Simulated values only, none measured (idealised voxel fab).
Process module name: voxel gate over fins
In the cross-section labelled cut, the width is 175 nm and each square cell is 5 nm.
Just so we're on the same page, the cross-sections are grids of square cells, and they're listed out in bands top to bottom, each band one or more rows deep.
The band entry comprises the height of the band's top followed by the height of its bottom, expressed in nm, and subsequently the band's materials from left to right, each stated together with its width in nm. Where a single material is marked with the word "everywhere", that material fills the band from edge to edge. The word "empty" represents empty space.
Zero point of the height axis is 0; under it, received wafer = one material. Lowest band: continues down indefinitely, "0 and below".
It should be noted that a width expressed as "30..40" varies in equal increments from row to row of cells within the band, taking the value of the first number at the top row and that of the second number at the bottom row.
No cell of the cross-section changed in a step that is given as "everything unchanged".
The entry "Enclosed voids" lists the empty spaces that cover at least 8 cells and have no open path to the top. Each is written as width x height at distance, where the distance is measured from the left edge and all three values are in nm.
On each step's line, the part that comes after the settings is the simulator's own comment on the step.
"overlay nm" answers the question of how far to the right of plan the mask lay on a step that has a mask, and when it is negative the answer is to the left.
In what follows, pairs of cross-sections are presented, each taken before and after one process step, with the after cross-section shown only down to the lowest band that was altered; the step, together with its settings, is stated below the pair. The pairs may stem from different runs of this module on the same starting wafer; accordingly, a pair should be taken as continuing from the one above it solely where its entry headed "Snapshot before" indicates as much.

**Snapshot before**
0 and below = Si everywhere
Enclosed voids: none

**Result of Step**
10 down to 0 = SiN everywhere
Lower than 0, everything is as it was.
Enclosed voids: none
What is the step between the two cross-sections above? CONFORMAL_DEP [material SiN] [thk nm 10]

Snapshot before: identical to the post-step cross-section of the immediately preceding pair.

**Result of Step**
10 down to 0 = 60 of empty, 15 of SiN, 20 of empty, 15 of SiN, 65 of empty
Lower than 0, everything is as it was.
Enclosed voids: none
What is the step between the two cross-sections above? MASKED_ETCH [tone cover] [mask id FINS] [width nm 15] [pitch nm 35] [etch materials SiN] [depth nm 10] [overlay nm 0]

Snapshot before: identical to the post-step cross-section of the immediately preceding pair.

**Result of Step**
10 down to 0 = 60 of empty, 15 of SiN, 20 of empty, 15 of SiN, 65 of empty
0 down to -40 = 60 of empty, 15 of Si, 20 of empty, 15 of Si, 65 of empty
Lower than -40, everything is as it was.
Enclosed voids: none
What is the step between the two cross-sections above? MASKED_ETCH [tone cover] [mask id FINS] [width nm 15] [pitch nm 35] [etch materials Si] [depth nm 40] [overlay nm 0]

Snapshot before: identical to the post-step cross-section of the immediately preceding pair.

**Result of Step**
20 down to 10 = SiO2 everywhere
10 down to 0 = 60 of SiO2, 15 of SiN, 20 of SiO2, 15 of SiN, 65 of SiO2
0 down to -40 = 60 of SiO2, 15 of Si, 20 of SiO2, 15 of Si, 65 of SiO2
Lower than -40, everything is as it was.
Enclosed voids: none
What is the step between the two cross-sections above? FILL_DEP [material SiO2] [thk nm 10]

Snapshot before: identical to the post-step cross-section of the immediately preceding pair.

**Result of Step**
10 down to 0 = 60 of SiO2, 15 of SiN, 20 of SiO2, 15 of SiN, 65 of SiO2
Lower than 0, everything is as it was.
Enclosed voids: none
What is the step between the two cross-sections above? CMP [height nm 10]

Snapshot before: identical to the post-step cross-section of the immediately preceding pair.

**Result of Step**
10 down to 0 = 60 of empty, 15 of SiN, 20 of empty, 15 of SiN, 65 of empty
0 down to -10 = 60 of empty, 15 of Si, 20 of empty, 15 of Si, 65 of empty
Lower than -10, everything is as it was.
Enclosed voids: none
What is the step between the two cross-sections above? SELECTIVE_ETCH [etch materials SiO2] [depth nm 20]

Snapshot before: identical to the post-step cross-section of the immediately preceding pair.

**Result of Step**
0 down to -10 = 60 of empty, 15 of Si, 20 of empty, 15 of Si, 65 of empty
Lower than -10, everything is as it was.
Enclosed voids: none
What is the step between the two cross-sections above? STRIP [etch materials SiN]

Snapshot before: identical to the post-step cross-section of the immediately preceding pair.

**Result of Step**
5 down to 0 = 55 of empty, 25 of HfO2, 10 of empty, 25 of HfO2, 60 of empty
0 down to -5 = 55 of empty, 5 of HfO2, 15 of Si, 5 of HfO2, 10 of empty, 5 of HfO2, 15 of Si, 5 of HfO2, 60 of empty
-5 down to -10 = 60 of HfO2, 15 of Si, 20 of HfO2, 15 of Si, 65 of HfO2
Lower than -10, everything is as it was.
Enclosed voids: none
What is the step between the two cross-sections above? CONFORMAL_DEP [material HfO2] [thk nm 5]

Snapshot before: identical to the post-step cross-section of the immediately preceding pair.

**Result of Step**
10 down to 5 = 50 of empty, 70 of TiN, 55 of empty
5 down to 0 = 50 of empty, 5 of TiN, 25 of HfO2, 10 of TiN, 25 of HfO2, 5 of TiN, 55 of empty
0 down to -5 = 55 of TiN, 5 of HfO2, 15 of Si, 5 of HfO2, 10 of TiN, 5 of HfO2, 15 of Si, 5 of HfO2, 60 of TiN
Lower than -5, everything is as it was.
Enclosed voids: none
What is the step between the two cross-sections above? CONFORMAL_DEP [material TiN] [thk nm 5]

Snapshot before: identical to the post-step cross-section of the immediately preceding pair.

**Result of Step**
15 down to 10 = 45 of empty, 80 of TiAl, 50 of empty
10 down to 5 = 45 of empty, 5 of TiAl, 70 of TiN, 5 of TiAl, 50 of empty
5 down to 0 = 50 of TiAl, 5 of TiN, 25 of HfO2, 10 of TiN, 25 of HfO2, 5 of TiN, 55 of TiAl
Lower than 0, everything is as it was.
Enclosed voids: none
What is the step between the two cross-sections above? CONFORMAL_DEP [material TiAl] [thk nm 5]

Snapshot before: identical to the post-step cross-section of the immediately preceding pair.

**Result of Step**
20 down to 15 = 40 of empty, 90 of TiN, 45 of empty
15 down to 10 = 40 of empty, 5 of TiN, 80 of TiAl, 5 of TiN, 45 of empty
10 down to 5 = 45 of TiN, 5 of TiAl, 70 of TiN, 5 of TiAl, 50 of TiN
Lower than 5, everything is as it was.
Enclosed voids: none
What is the step between the two cross-sections above? CONFORMAL_DEP [material TiN] [thk nm 5]

Snapshot before: identical to the post-step cross-section of the immediately preceding pair.

**Result of Step**
30 down to 20 = W everywhere
20 down to 15 = 40 of W, 90 of TiN, 45 of W
15 down to 10 = 40 of W, 5 of TiN, 80 of TiAl, 5 of TiN, 45 of W
Lower than 10, everything is as it was.
Enclosed voids: none
What is the step between the two cross-sections above? FILL_DEP [material W] [thk nm 10]

Snapshot before: identical to the post-step cross-section of the immediately preceding pair.

**Result of Step**
25 down to 20 = W everywhere
Lower than 20, everything is as it was.
Enclosed voids: none
What is the step between the two cross-sections above? CMP [height nm 25]

Snapshot before: identical to the post-step cross-section of the immediately preceding pair.

**Result of Step**
35 down to 25 = SiN everywhere
Lower than 25, everything is as it was.
Enclosed voids: none
What is the step between the two cross-sections above? CONFORMAL_DEP [material SiN] [thk nm 10]

**Snapshot before**
0 down to -10 = 60 of empty, 15 of Si, 20 of empty, 15 of Si, 65 of empty
-10 down to -40 = 60 of SiO2, 15 of Si, 20 of SiO2, 15 of Si, 65 of SiO2
-40 and below = Si everywhere
Enclosed voids: none

**Result of Step**
5 down to 0 = 55 of empty, 25 of TiN, 10 of empty, 25 of TiN, 60 of empty
0 down to -5 = 55 of empty, 5 of TiN, 15 of Si, 5 of TiN, 10 of empty, 5 of TiN, 15 of Si, 5 of TiN, 60 of empty
-5 down to -10 = 60 of TiN, 15 of Si, 20 of TiN, 15 of Si, 65 of TiN
Lower than -10, everything is as it was.
Enclosed voids: none
What is the step between the two cross-sections above? CONFORMAL_DEP [material TiN] [thk nm 5]

Snapshot before: identical to the post-step cross-section of the immediately preceding pair.

**Result of Step**
10 down to 5 = 50 of empty, 70 of TiAl, 55 of empty
5 down to 0 = 50 of empty, 5 of TiAl, 25 of TiN, 10 of TiAl, 25 of TiN, 5 of TiAl, 55 of empty
0 down to -5 = 55 of TiAl, 5 of TiN, 15 of Si, 5 of TiN, 10 of TiAl, 5 of TiN, 15 of Si, 5 of TiN, 60 of TiAl
Lower than -5, everything is as it was.
Enclosed voids: none
What is the step between the two cross-sections above? CONFORMAL_DEP [material TiAl] [thk nm 5]

Snapshot before: identical to the post-step cross-section of the immediately preceding pair.

**Result of Step**
15 down to 10 = 45 of empty, 80 of TiN, 50 of empty
10 down to 5 = 45 of empty, 5 of TiN, 70 of TiAl, 5 of TiN, 50 of empty
5 down to 0 = 50 of TiN, 5 of TiAl, 25 of TiN, 10 of TiAl, 25 of TiN, 5 of TiAl, 55 of TiN
Lower than 0, everything is as it was.
Enclosed voids: none
What is the step between the two cross-sections above? CONFORMAL_DEP [material TiN] [thk nm 5]

Snapshot before: identical to the post-step cross-section of the immediately preceding pair.

**Result of Step**
25 down to 15 = W everywhere
15 down to 10 = 45 of W, 80 of TiN, 50 of W
10 down to 5 = 45 of W, 5 of TiN, 70 of TiAl, 5 of TiN, 50 of W
Lower than 5, everything is as it was.
Enclosed voids: none
What is the step between the two cross-sections above? FILL_DEP [material W] [thk nm 10]

Snapshot before: identical to the post-step cross-section of the immediately preceding pair.

**Result of Step**
35 down to 25 = SiN everywhere
Lower than 25, everything is as it was.
Enclosed voids: none
What is the step between the two cross-sections above? CONFORMAL_DEP [material SiN] [thk nm 10]

**Snapshot before**
10 down to 0 = 60 of empty, 15 of SiN, 20 of empty, 15 of SiN, 65 of empty
0 down to -40 = 60 of empty, 15 of Si, 20 of empty, 15 of Si, 65 of empty
-40 and below = Si everywhere
Enclosed voids: none

**Result of Step**
10 down to 0 = 60 of empty, 15 of SiN, 20 of empty, 15 of SiN, 65 of empty
0 down to -80 = 60 of empty, 15 of Si, 20 of empty, 15 of Si, 65 of empty
Lower than -80, everything is as it was.
Enclosed voids: none
What is the step between the two cross-sections above? MASKED_ETCH [tone cover] [mask id FINS] [width nm 15] [pitch nm 35] [etch materials Si] [depth nm 40] [overlay nm 0]

Snapshot before: identical to the post-step cross-section of the immediately preceding pair.

**Result of Step**
20 down to 10 = SiO2 everywhere
10 down to 0 = 60 of SiO2, 15 of SiN, 20 of SiO2, 15 of SiN, 65 of SiO2
0 down to -80 = 60 of SiO2, 15 of Si, 20 of SiO2, 15 of Si, 65 of SiO2
Lower than -80, everything is as it was.
Enclosed voids: none
What is the step between the two cross-sections above? FILL_DEP [material SiO2] [thk nm 10]

Snapshot before: identical to the post-step cross-section of the immediately preceding pair.

**Result of Step**
10 down to 0 = 60 of SiO2, 15 of SiN, 20 of SiO2, 15 of SiN, 65 of SiO2
Lower than 0, everything is as it was.
Enclosed voids: none
What is the step between the two cross-sections above? CMP [height nm 10]

Snapshot before: identical to the post-step cross-section of the immediately preceding pair.

**Result of Step**
10 down to 0 = 60 of empty, 15 of SiN, 20 of empty, 15 of SiN, 65 of empty
0 down to -10 = 60 of empty, 15 of Si, 20 of empty, 15 of Si, 65 of empty
Lower than -10, everything is as it was.
Enclosed voids: none
What is the step between the two cross-sections above? SELECTIVE_ETCH [etch materials SiO2] [depth nm 20]

Snapshot before: identical to the post-step cross-section of the immediately preceding pair.

**Result of Step**
0 down to -10 = 60 of empty, 15 of Si, 20 of empty, 15 of Si, 65 of empty
Lower than -10, everything is as it was.
Enclosed voids: none
What is the step between the two cross-sections above? STRIP [etch materials SiN]

Snapshot before: identical to the post-step cross-section of the immediately preceding pair.

**Result of Step**
5 down to 0 = 55 of empty, 25 of HfO2, 10 of empty, 25 of HfO2, 60 of empty
0 down to -5 = 55 of empty, 5 of HfO2, 15 of Si, 5 of HfO2, 10 of empty, 5 of HfO2, 15 of Si, 5 of HfO2, 60 of empty
-5 down to -10 = 60 of HfO2, 15 of Si, 20 of HfO2, 15 of Si, 65 of HfO2
Lower than -10, everything is as it was.
Enclosed voids: none
What is the step between the two cross-sections above? CONFORMAL_DEP [material HfO2] [thk nm 5]

Snapshot before: identical to the post-step cross-section of the immediately preceding pair.

**Result of Step**
10 down to 5 = 50 of empty, 70 of TiN, 55 of empty
5 down to 0 = 50 of empty, 5 of TiN, 25 of HfO2, 10 of TiN, 25 of HfO2, 5 of TiN, 55 of empty
0 down to -5 = 55 of TiN, 5 of HfO2, 15 of Si, 5 of HfO2, 10 of TiN, 5 of HfO2, 15 of Si, 5 of HfO2, 60 of TiN
Lower than -5, everything is as it was.
Enclosed voids: none
What is the step between the two cross-sections above? CONFORMAL_DEP [material TiN] [thk nm 5]

Snapshot before: identical to the post-step cross-section of the immediately preceding pair.

**Result of Step**
15 down to 10 = 45 of empty, 80 of TiAl, 50 of empty
10 down to 5 = 45 of empty, 5 of TiAl, 70 of TiN, 5 of TiAl, 50 of empty
5 down to 0 = 50 of TiAl, 5 of TiN, 25 of HfO2, 10 of TiN, 25 of HfO2, 5 of TiN, 55 of TiAl
Lower than 0, everything is as it was.
Enclosed voids: none
What is the step between the two cross-sections above? CONFORMAL_DEP [material TiAl] [thk nm 5]

Snapshot before: identical to the post-step cross-section of the immediately preceding pair.

**Result of Step**
20 down to 15 = 40 of empty, 90 of TiN, 45 of empty
15 down to 10 = 40 of empty, 5 of TiN, 80 of TiAl, 5 of TiN, 45 of empty
10 down to 5 = 45 of TiN, 5 of TiAl, 70 of TiN, 5 of TiAl, 50 of TiN
Lower than 5, everything is as it was.
Enclosed voids: none
What is the step between the two cross-sections above? CONFORMAL_DEP [material TiN] [thk nm 5]

Snapshot before: identical to the post-step cross-section of the immediately preceding pair.

**Result of Step**
30 down to 20 = W everywhere
20 down to 15 = 40 of W, 90 of TiN, 45 of W
15 down to 10 = 40 of W, 5 of TiN, 80 of TiAl, 5 of TiN, 45 of W
Lower than 10, everything is as it was.
Enclosed voids: none
What is the step between the two cross-sections above? FILL_DEP [material W] [thk nm 10]

Snapshot before: identical to the post-step cross-section of the immediately preceding pair.

**Result of Step**
25 down to 20 = W everywhere
Lower than 20, everything is as it was.
Enclosed voids: none
What is the step between the two cross-sections above? CMP [height nm 25]

Snapshot before: identical to the post-step cross-section of the immediately preceding pair.

**Result of Step**
35 down to 25 = SiN everywhere
Lower than 25, everything is as it was.
Enclosed voids: none
What is the step between the two cross-sections above? CONFORMAL_DEP [material SiN] [thk nm 10]

**Snapshot before**
10 down to 5 = 50 of empty, 70 of TiN, 55 of empty
5 down to 0 = 50 of empty, 5 of TiN, 25 of HfO2, 10 of TiN, 25 of HfO2, 5 of TiN, 55 of empty
0 down to -5 = 55 of TiN, 5 of HfO2, 15 of Si, 5 of HfO2, 10 of TiN, 5 of HfO2, 15 of Si, 5 of HfO2, 60 of TiN
-5 down to -10 = 60 of HfO2, 15 of Si, 20 of HfO2, 15 of Si, 65 of HfO2
-10 down to -40 = 60 of SiO2, 15 of Si, 20 of SiO2, 15 of Si, 65 of SiO2
-40 and below = Si everywhere
Enclosed voids: none

**Result of Step**
15 down to 5 = 45 of empty, 80 of TiN, 50 of empty
5 down to 0 = 55 of TiN, 25 of HfO2, 10 of TiN, 25 of HfO2, 60 of TiN
Lower than 0, everything is as it was.
Enclosed voids: none
What is the step between the two cross-sections above? CONFORMAL_DEP [material TiN] [thk nm 5]

Snapshot before: identical to the post-step cross-section of the immediately preceding pair.

**Result of Step**
20 down to 15 = 40 of empty, 90 of TiAl, 45 of empty
15 down to 10 = 40 of empty, 5 of TiAl, 80 of TiN, 5 of TiAl, 45 of empty
10 down to 5 = 45 of TiAl, 80 of TiN, 50 of TiAl
Lower than 5, everything is as it was.
Enclosed voids: none
What is the step between the two cross-sections above? CONFORMAL_DEP [material TiAl] [thk nm 5]

Snapshot before: identical to the post-step cross-section of the immediately preceding pair.

**Result of Step**
30 down to 20 = W everywhere
20 down to 15 = 40 of W, 90 of TiAl, 45 of W
15 down to 10 = 40 of W, 5 of TiAl, 80 of TiN, 5 of TiAl, 45 of W
Lower than 10, everything is as it was.
Enclosed voids: none
What is the step between the two cross-sections above? FILL_DEP [material W] [thk nm 10]

Snapshot before: identical to the post-step cross-section of the immediately preceding pair.

**Result of Step**
25 down to 20 = W everywhere
Lower than 20, everything is as it was.
Enclosed voids: none
What is the step between the two cross-sections above? CMP [height nm 25]

Snapshot before: identical to the post-step cross-section of the immediately preceding pair.

**Result of Step**
35 down to 25 = SiN everywhere
Lower than 25, everything is as it was.
Enclosed voids: none
What is the step between the two cross-sections above? CONFORMAL_DEP [material SiN] [thk nm 10]

**Snapshot before**
10 down to 0 = 60 of empty, 15 of SiN, 20 of empty, 15 of SiN, 65 of empty
0 and below = Si everywhere
Enclosed voids: none

**Result of Step**
10 down to 0 = 60 of empty, 15 of SiN, 20 of empty, 15 of SiN, 65 of empty
0 down to -30 = 60 of empty, 15 of Si, 20 of empty, 15 of Si, 65 of empty
Lower than -30, everything is as it was.
Enclosed voids: none
What is the step between the two cross-sections above? MASKED_ETCH [tone cover] [mask id FINS] [width nm 15] [pitch nm 35] [etch materials Si] [depth nm 30] [overlay nm 0]

Snapshot before: identical to the post-step cross-section of the immediately preceding pair.

**Result of Step**
20 down to 10 = SiO2 everywhere
10 down to 0 = 60 of SiO2, 15 of SiN, 20 of SiO2, 15 of SiN, 65 of SiO2
0 down to -30 = 60 of SiO2, 15 of Si, 20 of SiO2, 15 of Si, 65 of SiO2
Lower than -30, everything is as it was.
Enclosed voids: none
What is the step between the two cross-sections above? FILL_DEP [material SiO2] [thk nm 10]

Snapshot before: identical to the post-step cross-section of the immediately preceding pair.

**Result of Step**
10 down to 0 = 60 of SiO2, 15 of SiN, 20 of SiO2, 15 of SiN, 65 of SiO2
Lower than 0, everything is as it was.
Enclosed voids: none
What is the step between the two cross-sections above? CMP [height nm 10]

Snapshot before: identical to the post-step cross-section of the immediately preceding pair.

**Result of Step**
10 down to 0 = 60 of empty, 15 of SiN, 20 of empty, 15 of SiN, 65 of empty
0 down to -10 = 60 of empty, 15 of Si, 20 of empty, 15 of Si, 65 of empty
Lower than -10, everything is as it was.
Enclosed voids: none
What is the step between the two cross-sections above? SELECTIVE_ETCH [etch materials SiO2] [depth nm 20]

Snapshot before: identical to the post-step cross-section of the immediately preceding pair.

**Result of Step**
0 down to -10 = 60 of empty, 15 of Si, 20 of empty, 15 of Si, 65 of empty
Lower than -10, everything is as it was.
Enclosed voids: none
What is the step between the two cross-sections above? STRIP [etch materials SiN]

Snapshot before: identical to the post-step cross-section of the immediately preceding pair.

**Result of Step**
5 down to 0 = 55 of empty, 25 of HfO2, 10 of empty, 25 of HfO2, 60 of empty
0 down to -5 = 55 of empty, 5 of HfO2, 15 of Si, 5 of HfO2, 10 of empty, 5 of HfO2, 15 of Si, 5 of HfO2, 60 of empty
-5 down to -10 = 60 of HfO2, 15 of Si, 20 of HfO2, 15 of Si, 65 of HfO2
Lower than -10, everything is as it was.
Enclosed voids: none
What is the step between the two cross-sections above? CONFORMAL_DEP [material HfO2] [thk nm 5]

Snapshot before: identical to the post-step cross-section of the immediately preceding pair.

**Result of Step**
10 down to 5 = 50 of empty, 70 of TiN, 55 of empty
5 down to 0 = 50 of empty, 5 of TiN, 25 of HfO2, 10 of TiN, 25 of HfO2, 5 of TiN, 55 of empty
0 down to -5 = 55 of TiN, 5 of HfO2, 15 of Si, 5 of HfO2, 10 of TiN, 5 of HfO2, 15 of Si, 5 of HfO2, 60 of TiN
Lower than -5, everything is as it was.
Enclosed voids: none
What is the step between the two cross-sections above? CONFORMAL_DEP [material TiN] [thk nm 5]

Snapshot before: identical to the post-step cross-section of the immediately preceding pair.

**Result of Step**
15 down to 10 = 45 of empty, 80 of TiAl, 50 of empty
10 down to 5 = 45 of empty, 5 of TiAl, 70 of TiN, 5 of TiAl, 50 of empty
5 down to 0 = 50 of TiAl, 5 of TiN, 25 of HfO2, 10 of TiN, 25 of HfO2, 5 of TiN, 55 of TiAl
Lower than 0, everything is as it was.
Enclosed voids: none
What is the step between the two cross-sections above? CONFORMAL_DEP [material TiAl] [thk nm 5]

Snapshot before: identical to the post-step cross-section of the immediately preceding pair.

**Result of Step**
20 down to 15 = 40 of empty, 90 of TiN, 45 of empty
15 down to 10 = 40 of empty, 5 of TiN, 80 of TiAl, 5 of TiN, 45 of empty
10 down to 5 = 45 of TiN, 5 of TiAl, 70 of TiN, 5 of TiAl, 50 of TiN
Lower than 5, everything is as it was.
Enclosed voids: none
What is the step between the two cross-sections above? CONFORMAL_DEP [material TiN] [thk nm 5]

Snapshot before: identical to the post-step cross-section of the immediately preceding pair.

**Result of Step**
30 down to 20 = W everywhere
20 down to 15 = 40 of W, 90 of TiN, 45 of W
15 down to 10 = 40 of W, 5 of TiN, 80 of TiAl, 5 of TiN, 45 of W
Lower than 10, everything is as it was.
Enclosed voids: none
What is the step between the two cross-sections above? FILL_DEP [material W] [thk nm 10]

Snapshot before: identical to the post-step cross-section of the immediately preceding pair.

**Result of Step**
25 down to 20 = W everywhere
Lower than 20, everything is as it was.
Enclosed voids: none
What is the step between the two cross-sections above? CMP [height nm 25]

Snapshot before: identical to the post-step cross-section of the immediately preceding pair.

**Result of Step**
35 down to 25 = SiN everywhere
Lower than 25, everything is as it was.
Enclosed voids: none
What is the step between the two cross-sections above? CONFORMAL_DEP [material SiN] [thk nm 10]

**Snapshot before**
0 and below = Si everywhere
Enclosed voids: none

**Result of Step**
10 down to 0 = TiN everywhere
Lower than 0, everything is as it was.
Enclosed voids: none
What is the step between the two cross-sections above? CONFORMAL_DEP [material TiN] [thk nm 10]

Snapshot before: identical to the post-step cross-section of the immediately preceding pair.

**Result of Step**
20 down to 10 = SiO2 everywhere
Lower than 10, everything is as it was.
Enclosed voids: none
What is the step between the two cross-sections above? FILL_DEP [material SiO2] [thk nm 10]

Snapshot before: identical to the post-step cross-section of the immediately preceding pair.

**Result of Step**
10 down to 0 = TiN everywhere
Lower than 0, everything is as it was.
Enclosed voids: none
What is the step between the two cross-sections above? CMP [height nm 10]

Snapshot before: identical to the post-step cross-section of the immediately preceding pair.

**Result of Step**
15 down to 10 = HfO2 everywhere
Lower than 10, everything is as it was.
Enclosed voids: none
What is the step between the two cross-sections above? CONFORMAL_DEP [material HfO2] [thk nm 5]

Snapshot before: identical to the post-step cross-section of the immediately preceding pair.

**Result of Step**
20 down to 15 = TiN everywhere
Lower than 15, everything is as it was.
Enclosed voids: none
What is the step between the two cross-sections above? CONFORMAL_DEP [material TiN] [thk nm 5]

Snapshot before: identical to the post-step cross-section of the immediately preceding pair.

**Result of Step**
25 down to 20 = TiAl everywhere
Lower than 20, everything is as it was.
Enclosed voids: none
What is the step between the two cross-sections above? CONFORMAL_DEP [material TiAl] [thk nm 5]

Snapshot before: identical to the post-step cross-section of the immediately preceding pair.

**Result of Step**
30 down to 25 = TiN everywhere
Lower than 25, everything is as it was.
Enclosed voids: none
What is the step between the two cross-sections above? CONFORMAL_DEP [material TiN] [thk nm 5]

Snapshot before: identical to the post-step cross-section of the immediately preceding pair.

**Result of Step**
40 down to 30 = W everywhere
Lower than 30, everything is as it was.
Enclosed voids: none
What is the step between the two cross-sections above? FILL_DEP [material W] [thk nm 10]

Snapshot before: identical to the post-step cross-section of the immediately preceding pair.

**Result of Step**
25 down to 20 = TiAl everywhere
Lower than 20, everything is as it was.
Enclosed voids: none
What is the step between the two cross-sections above? CMP [height nm 25]

Snapshot before: identical to the post-step cross-section of the immediately preceding pair.

**Result of Step**
35 down to 25 = SiN everywhere
Lower than 25, everything is as it was.
Enclosed voids: none
What is the step between the two cross-sections above? CONFORMAL_DEP [material SiN] [thk nm 10]
